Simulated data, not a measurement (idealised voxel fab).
A process module follows: voxel trench capacitor.
Pictured: cross-section cut, 275 nm wide, on a grid of 5 nm square cells.
The cross-sections in this document take the form of a grid made of square cells. They are written out as bands, in order from top to bottom. Each band consists of one or more rows of cells. The band entry comprises the height of the band's top followed by the height of its bottom, expressed in nm, and subsequently the band's materials from left to right, each stated together with its width in nm. Where a single material is marked with the word "edge to edge", that material fills the band from edge to edge. The word "blank" represents empty space. The level at which height equals 0 is the one under which the wafer, as it arrives, is entirely one material. No lower edge exists for the bottom band, which continues downward and is notated as in "0 -> down". Top row gets the first number, bottom row gets the second, and each row in between changes by the same step: that is how a band width like "30..40" works. Key: "stayed the same" - step with no changed cell in the cross-section. "Entrapped voids": empty spaces of 8 cells or more with no open way to the top, each given as width x height at distance, distance from the left edge, all in nm. If you see something after the settings on a step's line, that's the simulator's own remark about that step. "overlay nm" answers the question of how far to the right of plan the mask lay on a step that has a mask, and when it is negative the answer is to the left.
-- These are the steps we planned for the process
1) RECEIVE [material Si]
2) CONFORMAL_DEP [material SiN] [thk nm 10]
3) DIRECTIONAL_DEP [material aC] [thk nm 10]
4) PATTERN [tone open] [mask id TRENCH] [material resist] [width nm 25] [pitch nm 40] [thk nm 25] [overlay nm 0]
5) DIRECTIONAL_ETCH [etch materials aC] [depth nm 10]
6) STRIP [etch materials resist]
7) DIRECTIONAL_ETCH [etch materials SiN] [depth nm 10]
8) DIRECTIONAL_ETCH [etch materials Si] [depth nm 30]
9) STRIP [etch materials aC]
10) CONFORMAL_DEP [material HfO2] [thk nm 5]
11) CONFORMAL_DEP [material TiN] [thk nm 5]
12) FILL_DEP [material W] [thk nm 10]
13) CMP [height nm 10]
-- first wafer, as planned
-- The cross-section here shows the wafer as received, i.e. in its state after step 1
	0 -> down: Si edge to edge
	Entrapped voids: none
-- Sectional view: wafer, after step 2
	10 -> 0: SiN edge to edge
	Under the height 0 nothing was changed.
-- Sectional view: wafer, after step 3
	20 -> 10: aC edge to edge
	Under the height 10 nothing was changed.
-- Sectional view: wafer, after step 4
	45 -> 20: 105 nm resist, 25 nm blank, 15 nm resist, 25 nm blank, 105 nm resist
	Under the height 20 nothing was changed.
-- Sectional view: wafer, after step 5
	35 -> 20: 105 nm resist, 25 nm blank, 15 nm resist, 25 nm blank, 105 nm resist
	20 -> 10: 105 nm aC, 25 nm blank, 15 nm aC, 25 nm blank, 105 nm aC
	Under the height 10 nothing was changed.
-- Sectional view: wafer, after step 6
	20 -> 10: 105 nm aC, 25 nm blank, 15 nm aC, 25 nm blank, 105 nm aC
	Under the height 10 nothing was changed.
-- Sectional view: wafer, after step 7
	20 -> 10: 105 nm aC, 25 nm blank, 15 nm aC, 25 nm blank, 105 nm aC
	10 -> 0: 105 nm SiN, 25 nm blank, 15 nm SiN, 25 nm blank, 105 nm SiN
	Under the height 0 nothing was changed.
-- Sectional view: wafer, after step 8
	20 -> 10: 105 nm aC, 25 nm blank, 15 nm aC, 25 nm blank, 105 nm aC
	10 -> 0: 105 nm SiN, 25 nm blank, 15 nm SiN, 25 nm blank, 105 nm SiN
	0 -> -30: 105 nm Si, 25 nm blank, 15 nm Si, 25 nm blank, 105 nm Si
	Under the height -30 nothing was changed.
-- Sectional view: wafer, after step 9
	10 -> 0: 105 nm SiN, 25 nm blank, 15 nm SiN, 25 nm blank, 105 nm SiN
	Under the height 0 nothing was changed.
-- Sectional view: wafer, after step 10
	15 -> 10: 110 nm HfO2, 15 nm blank, 25 nm HfO2, 15 nm blank, 110 nm HfO2
	10 -> 0: 105 nm SiN, 5 nm HfO2, 15 nm blank, 5 nm HfO2, 15 nm SiN, 5 nm HfO2, 15 nm blank, 5 nm HfO2, 105 nm SiN
	0 -> -25: 105 nm Si, 5 nm HfO2, 15 nm blank, 5 nm HfO2, 15 nm Si, 5 nm HfO2, 15 nm blank, 5 nm HfO2, 105 nm Si
	-25 -> -30: 105 nm Si, 25 nm HfO2, 15 nm Si, 25 nm HfO2, 105 nm Si
	Under the height -30 nothing was changed.
-- Sectional view: wafer, after step 11
	20 -> 15: 115 nm TiN, 5 nm blank, 35 nm TiN, 5 nm blank, 115 nm TiN
	15 -> 10: 110 nm HfO2, 5 nm TiN, 5 nm blank, 5 nm TiN, 25 nm HfO2, 5 nm TiN, 5 nm blank, 5 nm TiN, 110 nm HfO2
	10 -> 0: 105 nm SiN, 5 nm HfO2, 5 nm TiN, 5 nm blank, 5 nm TiN, 5 nm HfO2, 15 nm SiN, 5 nm HfO2, 5 nm TiN, 5 nm blank, 5 nm TiN, 5 nm HfO2, 105 nm SiN
	0 -> -20: 105 nm Si, 5 nm HfO2, 5 nm TiN, 5 nm blank, 5 nm TiN, 5 nm HfO2, 15 nm Si, 5 nm HfO2, 5 nm TiN, 5 nm blank, 5 nm TiN, 5 nm HfO2, 105 nm Si
	-20 -> -25: 105 nm Si, 5 nm HfO2, 15 nm TiN, 5 nm HfO2, 15 nm Si, 5 nm HfO2, 15 nm TiN, 5 nm HfO2, 105 nm Si
	Under the height -25 nothing was changed.
-- Sectional view: wafer, after step 12
	30 -> 20: W edge to edge
	20 -> 15: 115 nm TiN, 5 nm W, 35 nm TiN, 5 nm W, 115 nm TiN
	15 -> 10: 110 nm HfO2, 5 nm TiN, 5 nm W, 5 nm TiN, 25 nm HfO2, 5 nm TiN, 5 nm W, 5 nm TiN, 110 nm HfO2
	10 -> 0: 105 nm SiN, 5 nm HfO2, 5 nm TiN, 5 nm W, 5 nm TiN, 5 nm HfO2, 15 nm SiN, 5 nm HfO2, 5 nm TiN, 5 nm W, 5 nm TiN, 5 nm HfO2, 105 nm SiN
	0 -> -20: 105 nm Si, 5 nm HfO2, 5 nm TiN, 5 nm W, 5 nm TiN, 5 nm HfO2, 15 nm Si, 5 nm HfO2, 5 nm TiN, 5 nm W, 5 nm TiN, 5 nm HfO2, 105 nm Si
	Under the height -20 nothing was changed.
-- Sectional view: wafer, after step 13
	10 -> 0: 105 nm SiN, 5 nm HfO2, 5 nm TiN, 5 nm W, 5 nm TiN, 5 nm HfO2, 15 nm SiN, 5 nm HfO2, 5 nm TiN, 5 nm W, 5 nm TiN, 5 nm HfO2, 105 nm SiN
	Under the height 0 nothing was changed.
-- For the second wafer, take the first wafer's start and plan, then add one mistake made in running it; everything through step 3, that step included, is shared with the first
-- Here is the second wafer in cross-section at the point where step 4 of the plan should have been done
	45 -> 20: 115 nm resist, 25 nm blank, 15 nm resist, 25 nm blank, 95 nm resist
	Under the height 20 nothing was changed.
-- Here is the second wafer in cross-section at the point where step 5 of the plan should have been done
	35 -> 20: 115 nm resist, 25 nm blank, 15 nm resist, 25 nm blank, 95 nm resist
	20 -> 10: 115 nm aC, 25 nm blank, 15 nm aC, 25 nm blank, 95 nm aC
	Under the height 10 nothing was changed.
-- Here is the second wafer in cross-section at the point where step 6 of the plan should have been done
	20 -> 10: 115 nm aC, 25 nm blank, 15 nm aC, 25 nm blank, 95 nm aC
	Under the height 10 nothing was changed.
-- Here is the second wafer in cross-section at the point where step 7 of the plan should have been done
	20 -> 10: 115 nm aC, 25 nm blank, 15 nm aC, 25 nm blank, 95 nm aC
	10 -> 0: 115 nm SiN, 25 nm blank, 15 nm SiN, 25 nm blank, 95 nm SiN
	Under the height 0 nothing was changed.
-- Here is the second wafer in cross-section at the point where step 8 of the plan should have been done
	20 -> 10: 115 nm aC, 25 nm blank, 15 nm aC, 25 nm blank, 95 nm aC
	10 -> 0: 115 nm SiN, 25 nm blank, 15 nm SiN, 25 nm blank, 95 nm SiN
	0 -> -30: 115 nm Si, 25 nm blank, 15 nm Si, 25 nm blank, 95 nm Si
	Under the height -30 nothing was changed.
-- Here is the second wafer in cross-section at the point where step 9 of the plan should have been done
	10 -> 0: 115 nm SiN, 25 nm blank, 15 nm SiN, 25 nm blank, 95 nm SiN
	Under the height 0 nothing was changed.
-- Here is the second wafer in cross-section at the point where step 10 of the plan should have been done
	15 -> 10: 120 nm HfO2, 15 nm blank, 25 nm HfO2, 15 nm blank, 100 nm HfO2
	10 -> 0: 115 nm SiN, 5 nm HfO2, 15 nm blank, 5 nm HfO2, 15 nm SiN, 5 nm HfO2, 15 nm blank, 5 nm HfO2, 95 nm SiN
	0 -> -25: 115 nm Si, 5 nm HfO2, 15 nm blank, 5 nm HfO2, 15 nm Si, 5 nm HfO2, 15 nm blank, 5 nm HfO2, 95 nm Si
	-25 -> -30: 115 nm Si, 25 nm HfO2, 15 nm Si, 25 nm HfO2, 95 nm Si
	Under the height -30 nothing was changed.
-- Here is the second wafer in cross-section at the point where step 11 of the plan should have been done
	20 -> 15: 125 nm TiN, 5 nm blank, 35 nm TiN, 5 nm blank, 105 nm TiN
	15 -> 10: 120 nm HfO2, 5 nm TiN, 5 nm blank, 5 nm TiN, 25 nm HfO2, 5 nm TiN, 5 nm blank, 5 nm TiN, 100 nm HfO2
	10 -> 0: 115 nm SiN, 5 nm HfO2, 5 nm TiN, 5 nm blank, 5 nm TiN, 5 nm HfO2, 15 nm SiN, 5 nm HfO2, 5 nm TiN, 5 nm blank, 5 nm TiN, 5 nm HfO2, 95 nm SiN
	0 -> -20: 115 nm Si, 5 nm HfO2, 5 nm TiN, 5 nm blank, 5 nm TiN, 5 nm HfO2, 15 nm Si, 5 nm HfO2, 5 nm TiN, 5 nm blank, 5 nm TiN, 5 nm HfO2, 95 nm Si
	-20 -> -25: 115 nm Si, 5 nm HfO2, 15 nm TiN, 5 nm HfO2, 15 nm Si, 5 nm HfO2, 15 nm TiN, 5 nm HfO2, 95 nm Si
	Under the height -25 nothing was changed.
-- Here is the second wafer in cross-section at the point where step 12 of the plan should have been done
	30 -> 20: W edge to edge
	20 -> 15: 125 nm TiN, 5 nm W, 35 nm TiN, 5 nm W, 105 nm TiN
	15 -> 10: 120 nm HfO2, 5 nm TiN, 5 nm W, 5 nm TiN, 25 nm HfO2, 5 nm TiN, 5 nm W, 5 nm TiN, 100 nm HfO2
	10 -> 0: 115 nm SiN, 5 nm HfO2, 5 nm TiN, 5 nm W, 5 nm TiN, 5 nm HfO2, 15 nm SiN, 5 nm HfO2, 5 nm TiN, 5 nm W, 5 nm TiN, 5 nm HfO2, 95 nm SiN
	0 -> -20: 115 nm Si, 5 nm HfO2, 5 nm TiN, 5 nm W, 5 nm TiN, 5 nm HfO2, 15 nm Si, 5 nm HfO2, 5 nm TiN, 5 nm W, 5 nm TiN, 5 nm HfO2, 95 nm Si
	Under the height -20 nothing was changed.
-- Here is the second wafer in cross-section at the point where step 13 of the plan should have been done
	10 -> 0: 115 nm SiN, 5 nm HfO2, 5 nm TiN, 5 nm W, 5 nm TiN, 5 nm HfO2, 15 nm SiN, 5 nm HfO2, 5 nm TiN, 5 nm W, 5 nm TiN, 5 nm HfO2, 95 nm SiN
	Under the height 0 nothing was changed.
So what did we get wrong on this run? so step 4 ended up running with a different setting than we planned, it ran as PATTERN [tone open] [mask id TRENCH] [material resist] [width nm 25] [pitch nm 40] [thk nm 25] [overlay nm 10]
So at the finish, the second wafer's got exactly as many cells of each material as the first, just not in the same spots.
